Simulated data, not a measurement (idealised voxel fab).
process module | voxel capacitor over wiring
cross-section cut | 175 nm wide | cells 5 nm
A cross-section is a grid of square cells, given in bands from the top down. A band is one or more rows of cells.
Each band's line starts with the height of the band's top and of its bottom, in nm. Then come its materials from left to right, each with its width in nm. One material with "throughout" fills the band from edge to edge. "air" is empty space.
Height 0 is the level under which the wafer as received is all one material. The lowest band goes on downwards, as in "0 down".
A width such as "30 to 40" changes by the same amount from each row of cells to the next, from the band's top row to its bottom row.
"no change" after a step means that no cell of the cross-section changed.
closed voids: empty space of 8 cells or more with no open way to the top, each as width x height at its distance from the left edge, in nm
after a step's settings: what the simulator itself notes on the step
overlay nm, on a step with a mask: how far to the right of its planned place the mask lay; to the left if negative
plan
1 op RECEIVE | material Si
2 op CONFORMAL_DEP | material SiO2 | thk nm 10
3 op DIRECTIONAL_DEP | material TiN | thk nm 5
4 op DIRECTIONAL_DEP | material W | thk nm 20
5 op DIRECTIONAL_DEP | material aC | thk nm 10
6 op PATTERN | tone cover | mask id METAL_1 | material resist | width nm 30 | pitch nm 80 | thk nm 25 | overlay nm 0
7 op DIRECTIONAL_ETCH | etch materials aC | depth nm 10
8 op STRIP | etch materials resist
9 op DIRECTIONAL_ETCH | etch materials W | depth nm 20
10 op DIRECTIONAL_ETCH | etch materials TiN | depth nm 5
11 op STRIP | etch materials aC
12 op CONFORMAL_DEP | material SiCN | thk nm 5
13 op FILL_DEP | material lowk | thk nm 10
14 op CMP | height nm 35
15 op CONFORMAL_DEP | material SiCN | thk nm 5
16 op DIRECTIONAL_DEP | material lowk | thk nm 10
17 op PATTERN | tone open | mask id PLUG_1 | material resist | width nm 15 | thk nm 15 | overlay nm 0
18 op DIRECTIONAL_ETCH | etch materials lowk | depth nm 10
19 op DIRECTIONAL_ETCH | etch materials SiCN | depth nm 5
20 op STRIP | etch materials resist
21 op EPI | material Ru | thk nm 10
22 op EPI | material Ru | thk nm 5
23 op DIRECTIONAL_DEP | material TiN | thk nm 10
24 op DIRECTIONAL_DEP | material SiN | thk nm 5
25 op DIRECTIONAL_DEP | material TiN | thk nm 10
26 op PATTERN | tone cover | mask id UPPER_PLATE | material resist | width nm 55 | thk nm 15 | overlay nm 0
27 op DIRECTIONAL_ETCH | etch materials TiN | depth nm 10
28 op DIRECTIONAL_ETCH | etch materials SiN | depth nm 5
29 op STRIP | etch materials resist
30 op MASKED_ETCH | tone cover | mask id LOWER_PLATE | width nm 65 | etch materials TiN | depth nm 10 | overlay nm -15
31 op FILL_DEP | material SiO2 | thk nm 20
32 op CMP | height nm 90
33 op PATTERN | tone open | mask id PLUG_2 | material resist | width nm 15 | thk nm 15 | overlay nm 0
34 op DIRECTIONAL_ETCH | etch materials SiO2 | depth nm 15
35 op STRIP | etch materials resist
36 op CONFORMAL_DEP | material TiN | thk nm 5
37 op FILL_DEP | material Ru | thk nm 10
38 op CMP | height nm 90
39 op CONFORMAL_DEP | material SiCN | thk nm 5
varied across the wafers: overlay nm of step 30. The plan shows the first wafer's value. All wafers start alike
first wafer as received, after step 1
  0 down: Si throughout
  closed voids: none
each wafer at the end: cells of each material gained (+) or lost (-) since it was received, then its closed voids
overlay nm -15 | +11 Ru | +106 SiCN | +11 SiN | +282 SiO2 | +67 TiN | +48 W | +140 lowk | closed voids: none
overlay nm -10 | +11 Ru | +106 SiCN | +11 SiN | +282 SiO2 | +67 TiN | +48 W | +140 lowk | closed voids: none
overlay nm -5 | +11 Ru | +106 SiCN | +11 SiN | +282 SiO2 | +67 TiN | +48 W | +140 lowk | closed voids: none
overlay nm 0 | +11 Ru | +106 SiCN | +11 SiN | +282 SiO2 | +67 TiN | +48 W | +140 lowk | closed voids: none
overlay nm 5 | +11 Ru | +106 SiCN | +11 SiN | +282 SiO2 | +67 TiN | +48 W | +140 lowk | closed voids: none
overlay nm 10 | +11 Ru | +106 SiCN | +11 SiN | +282 SiO2 | +67 TiN | +48 W | +140 lowk | closed voids: none
overlay nm 15 | +11 Ru | +106 SiCN | +11 SiN | +282 SiO2 | +67 TiN | +48 W | +140 lowk | closed voids: none
